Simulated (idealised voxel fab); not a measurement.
process module | voxel self aligned contacts
cross-section cut | 230 nm wide | cells 5 nm
A cross-section is a grid of square cells, given in bands from the top down. A band is one or more rows of cells.
Each band's line starts with the height of the band's top and of its bottom, in nm. Then come its materials from left to right, each with its width in nm. One material with "throughout" fills the band from edge to edge. "air" is empty space.
Height 0 is the level under which the wafer as received is all one material. The lowest band goes on downwards, as in "0 down".
A width such as "30 to 40" changes by the same amount from each row of cells to the next, from the band's top row to its bottom row.
"no change" after a step means that no cell of the cross-section changed.
closed voids: empty space of 8 cells or more with no open way to the top, each as width x height at its distance from the left edge, in nm
after a step's settings: what the simulator itself notes on the step
overlay nm, on a step with a mask: how far to the right of its planned place the mask lay; to the left if negative
plan
1 op RECEIVE | material Si
2 op OXIDIZE | depth nm 5
3 op DIRECTIONAL_DEP | material polySi | thk nm 30
4 op DIRECTIONAL_DEP | material SiN | thk nm 20
5 op MASKED_ETCH | tone cover | mask id GATE | width nm 30 | pitch nm 75 | etch materials SiN | depth nm 20 | overlay nm 0
6 op MASKED_ETCH | tone cover | mask id GATE | width nm 30 | pitch nm 75 | etch materials polySi | depth nm 30 | overlay nm 0
7 op CONFORMAL_DEP | material SiN | thk nm 10
8 op DIRECTIONAL_ETCH | etch materials SiN | depth nm 10
9 op FILL_DEP | material SiO2 | thk nm 15
10 op CMP | height nm 55
11 op DIRECTIONAL_DEP | material aC | thk nm 15
12 op PATTERN | tone open | mask id CONTACT | material resist | width nm 55 | pitch nm 75 | thk nm 35 | overlay nm 0
13 op DIRECTIONAL_ETCH | etch materials aC | depth nm 15
14 op STRIP | etch materials resist
15 op DIRECTIONAL_ETCH | etch materials SiO2 | depth nm 60
16 op STRIP | etch materials aC
17 op CONFORMAL_DEP | material TiN | thk nm 5
18 op FILL_DEP | material Ru | thk nm 5
19 op CMP | height nm 55
20 op CONFORMAL_DEP | material SiCN | thk nm 5
first wafer, as planned
as received, after step 1
  0 down: Si throughout
  closed voids: none
after step 2
  0 to -5: SiO2 throughout
  below -5: unchanged
after step 3
  30 to 0: polySi throughout
  below 0: unchanged
after step 4
  50 to 30: SiN throughout
  below 30: unchanged
after step 5
  50 to 30: air 25 | SiN 30 | air 45 | SiN 30 | air 45 | SiN 30 | air 25
  below 30: unchanged
after step 6
  50 to 30: air 25 | SiN 30 | air 45 | SiN 30 | air 45 | SiN 30 | air 25
  30 to 0: air 25 | polySi 30 | air 45 | polySi 30 | air 45 | polySi 30 | air 25
  below 0: unchanged
after step 7
  60 to 30: air 15 | SiN 50 | air 25 | SiN 50 | air 25 | SiN 50 | air 15
  30 to 10: air 15 | SiN 10 | polySi 30 | SiN 10 | air 25 | SiN 10 | polySi 30 | SiN 10 | air 25 | SiN 10 | polySi 30 | SiN 10 | air 15
  10 to 0: SiN 25 | polySi 30 | SiN 45 | polySi 30 | SiN 45 | polySi 30 | SiN 25
  below 0: unchanged
after step 8
  50 to 30: air 15 | SiN 50 | air 25 | SiN 50 | air 25 | SiN 50 | air 15
  30 to 0: air 15 | SiN 10 | polySi 30 | SiN 10 | air 25 | SiN 10 | polySi 30 | SiN 10 | air 25 | SiN 10 | polySi 30 | SiN 10 | air 15
  below 0: unchanged
after step 9
  65 to 50: SiO2 throughout
  50 to 30: SiO2 15 | SiN 50 | SiO2 25 | SiN 50 | SiO2 25 | SiN 50 | SiO2 15
  30 to 0: SiO2 15 | SiN 10 | polySi 30 | SiN 10 | SiO2 25 | SiN 10 | polySi 30 | SiN 10 | SiO2 25 | SiN 10 | polySi 30 | SiN 10 | SiO2 15
  below 0: unchanged
after step 10
  55 to 50: SiO2 throughout
  below 50: unchanged
after step 11
  70 to 55: aC throughout
  below 55: unchanged
after step 12
  105 to 70: resist 50 | air 55 | resist 20 | air 55 | resist 50
  below 70: unchanged
after step 13
  90 to 70: resist 50 | air 55 | resist 20 | air 55 | resist 50
  70 to 55: aC 50 | air 55 | aC 20 | air 55 | aC 50
  below 55: unchanged
after step 14
  70 to 55: aC 50 | air 55 | aC 20 | air 55 | aC 50
  below 55: unchanged
after step 15
  70 to 55: aC 50 | air 55 | aC 20 | air 55 | aC 50
  55 to 50: SiO2 50 | air 55 | SiO2 20 | air 55 | SiO2 50
  50 to 30: SiO2 15 | SiN 50 | air 25 | SiN 50 | air 25 | SiN 50 | SiO2 15
  30 to 0: SiO2 15 | SiN 10 | polySi 30 | SiN 10 | air 25 | SiN 10 | polySi 30 | SiN 10 | air 25 | SiN 10 | polySi 30 | SiN 10 | SiO2 15
  0 to -5: SiO2 65 | air 25 | SiO2 50 | air 25 | SiO2 65
  below -5: unchanged
after step 16
  55 to 50: SiO2 50 | air 55 | SiO2 20 | air 55 | SiO2 50
  below 50: unchanged
after step 17
  60 to 55: TiN 55 | air 45 | TiN 30 | air 45 | TiN 55
  55 to 50: SiO2 50 | TiN 20 | air 15 | TiN 20 | SiO2 20 | TiN 20 | air 15 | TiN 20 | SiO2 50
  50 to 30: SiO2 15 | SiN 50 | TiN 5 | air 15 | TiN 5 | SiN 50 | TiN 5 | air 15 | TiN 5 | SiN 50 | SiO2 15
  30 to 0: SiO2 15 | SiN 10 | polySi 30 | SiN 10 | TiN 5 | air 15 | TiN 5 | SiN 10 | polySi 30 | SiN 10 | TiN 5 | air 15 | TiN 5 | SiN 10 | polySi 30 | SiN 10 | SiO2 15
  0 to -5: SiO2 65 | TiN 25 | SiO2 50 | TiN 25 | SiO2 65
  below -5: unchanged
after step 18
  65 to 60: Ru throughout
  60 to 55: TiN 55 | Ru 45 | TiN 30 | Ru 45 | TiN 55
  55 to 50: SiO2 50 | TiN 20 | Ru 15 | TiN 20 | SiO2 20 | TiN 20 | Ru 15 | TiN 20 | SiO2 50
  50 to 30: SiO2 15 | SiN 50 | TiN 5 | Ru 15 | TiN 5 | SiN 50 | TiN 5 | Ru 15 | TiN 5 | SiN 50 | SiO2 15
  30 to 0: SiO2 15 | SiN 10 | polySi 30 | SiN 10 | TiN 5 | Ru 15 | TiN 5 | SiN 10 | polySi 30 | SiN 10 | TiN 5 | Ru 15 | TiN 5 | SiN 10 | polySi 30 | SiN 10 | SiO2 15
  below 0: unchanged
after step 19
  55 to 50: SiO2 50 | TiN 20 | Ru 15 | TiN 20 | SiO2 20 | TiN 20 | Ru 15 | TiN 20 | SiO2 50
  below 50: unchanged
after step 20
  60 to 55: SiCN throughout
  below 55: unchanged
second wafer: like start, like plan, one mistake. Through step 7 it matches the first wafer
when step 8 should have ended
  55 to 30: air 15 | SiN 50 | air 25 | SiN 50 | air 25 | SiN 50 | air 15
  30 to 5: air 15 | SiN 10 | polySi 30 | SiN 10 | air 25 | SiN 10 | polySi 30 | SiN 10 | air 25 | SiN 10 | polySi 30 | SiN 10 | air 15
  below 5: unchanged
when step 9 should have ended
  70 to 55: SiO2 throughout
  55 to 30: SiO2 15 | SiN 50 | SiO2 25 | SiN 50 | SiO2 25 | SiN 50 | SiO2 15
  30 to 5: SiO2 15 | SiN 10 | polySi 30 | SiN 10 | SiO2 25 | SiN 10 | polySi 30 | SiN 10 | SiO2 25 | SiN 10 | polySi 30 | SiN 10 | SiO2 15
  below 5: unchanged
when step 10 should have ended
  55 to 30: SiO2 15 | SiN 50 | SiO2 25 | SiN 50 | SiO2 25 | SiN 50 | SiO2 15
  below 30: unchanged
when step 11 should have ended
  70 to 55: aC throughout
  below 55: unchanged
when step 12 should have ended
  105 to 70: resist 50 | air 55 | resist 20 | air 55 | resist 50
  below 70: unchanged
when step 13 should have ended
  90 to 70: resist 50 | air 55 | resist 20 | air 55 | resist 50
  70 to 55: aC 50 | air 55 | aC 20 | air 55 | aC 50
  below 55: unchanged
when step 14 should have ended
  70 to 55: aC 50 | air 55 | aC 20 | air 55 | aC 50
  below 55: unchanged
when step 15 should have ended
  70 to 55: aC 50 | air 55 | aC 20 | air 55 | aC 50
  55 to 30: SiO2 15 | SiN 50 | air 25 | SiN 50 | air 25 | SiN 50 | SiO2 15
  30 to 5: SiO2 15 | SiN 10 | polySi 30 | SiN 10 | air 25 | SiN 10 | polySi 30 | SiN 10 | air 25 | SiN 10 | polySi 30 | SiN 10 | SiO2 15
  below 5: unchanged
when step 16 should have ended
  55 to 30: SiO2 15 | SiN 50 | air 25 | SiN 50 | air 25 | SiN 50 | SiO2 15
  below 30: unchanged
when step 17 should have ended
  60 to 55: TiN 70 | air 15 | TiN 60 | air 15 | TiN 70
  55 to 30: SiO2 15 | SiN 50 | TiN 5 | air 15 | TiN 5 | SiN 50 | TiN 5 | air 15 | TiN 5 | SiN 50 | SiO2 15
  30 to 10: SiO2 15 | SiN 10 | polySi 30 | SiN 10 | TiN 5 | air 15 | TiN 5 | SiN 10 | polySi 30 | SiN 10 | TiN 5 | air 15 | TiN 5 | SiN 10 | polySi 30 | SiN 10 | SiO2 15
  10 to 5: SiO2 15 | SiN 10 | polySi 30 | SiN 10 | TiN 25 | SiN 10 | polySi 30 | SiN 10 | TiN 25 | SiN 10 | polySi 30 | SiN 10 | SiO2 15
  below 5: unchanged
when step 18 should have ended
  65 to 60: Ru throughout
  60 to 55: TiN 70 | Ru 15 | TiN 60 | Ru 15 | TiN 70
  55 to 30: SiO2 15 | SiN 50 | TiN 5 | Ru 15 | TiN 5 | SiN 50 | TiN 5 | Ru 15 | TiN 5 | SiN 50 | SiO2 15
  30 to 10: SiO2 15 | SiN 10 | polySi 30 | SiN 10 | TiN 5 | Ru 15 | TiN 5 | SiN 10 | polySi 30 | SiN 10 | TiN 5 | Ru 15 | TiN 5 | SiN 10 | polySi 30 | SiN 10 | SiO2 15
  below 10: unchanged
when step 19 should have ended
  55 to 30: SiO2 15 | SiN 50 | TiN 5 | Ru 15 | TiN 5 | SiN 50 | TiN 5 | Ru 15 | TiN 5 | SiN 50 | SiO2 15
  below 30: unchanged
when step 20 should have ended
  60 to 55: SiCN throughout
  below 55: unchanged
what went wrong: step 8 ran as: op DIRECTIONAL_ETCH | etch materials SiN | depth nm 5
at the end the second wafer has, in cells: 12 fewer of Ru | 46 more of SiN | 14 fewer of SiO2 | 20 fewer of TiN
